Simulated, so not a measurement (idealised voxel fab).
Process module heading - voxel released beams
The figure presents cross-section cut, which has a width of 175 nm and is divided into square cells with an edge length of 5 nm.
In this document a cross-section is written as a grid of square cells. It is given as a series of bands, listed from the top down, and a band is one or more rows of cells.
This entry defines a band. It first specifies the height of the band's top and the height of its bottom in nm, and then specifies the band's materials from left to right, stating each material with its width in nm. The word "full width" identifies a single material that fills the band from edge to edge, while the word "empty" identifies empty space.
Note: height 0 marks the level under which the wafer is uniformly one material as received. Lowest band unbounded below, written "0 and below".
Think of "30 to 40" as a width that walks from the first number to the second as you go down the band, top row to bottom row, taking equal-sized steps from row to row.
"remains unaltered" -> step changed no cross-section cell.
The entry "Voids, enclosed" lists the empty spaces that cover at least 8 cells and have no open path to the top. Each is written as width x height at distance, where the distance is measured from the left edge and all three values are in nm.
Step line, after settings: the simulator's comment on this step.
Each step line may optionally specify "overlay nm", which for a step with a mask gives the rightward distance between the mask's planned place and where it lay, a negative value indicating the leftward direction.

Intended process steps:
1) RECEIVE (material Si)
2) CONFORMAL_DEP (material SiN; thk nm 5)
3) DIRECTIONAL_DEP (material SiO2; thk nm 15)
4) PATTERN (tone open; mask id ANCHOR; material resist; width nm 25; thk nm 15; overlay nm 0)
5) DIRECTIONAL_ETCH (etch materials SiO2; depth nm 15)
6) STRIP (etch materials resist)
7) CONFORMAL_DEP (material TiN; thk nm 10)
8) DIRECTIONAL_DEP (material aC; thk nm 15)
9) PATTERN (tone cover; mask id BEAM; material resist; width nm 95; thk nm 30; overlay nm 0)
10) DIRECTIONAL_ETCH (etch materials aC; depth nm 15)
11) STRIP (etch materials resist)
12) DIRECTIONAL_ETCH (etch materials TiN; depth nm 5)
13) STRIP (etch materials aC)
14) STRIP (etch materials SiO2)
The value of depth nm given for step 12 in the plan refers to the first wafer; the wafers vary in this setting and are alike at the start.

Received condition of the first of several wafers, sectioned: post-step 1:
  0 and below | Si full width
  Voids, enclosed: none

Per-wafer rows below. For each material: cells gained (+) or lost (-) since the wafer was received, as of end of module. Then: closed voids:
depth nm 5 | +35 SiN | +90 SiO2 | +66 TiN | Voids, enclosed: none
depth nm 10 | +35 SiN | +50 TiN | Voids, enclosed: none
depth nm 15 | +35 SiN | +50 TiN | Voids, enclosed: none
depth nm 20 | +35 SiN | +50 TiN | Voids, enclosed: none
depth nm 25 | +35 SiN | +50 TiN | Voids, enclosed: none
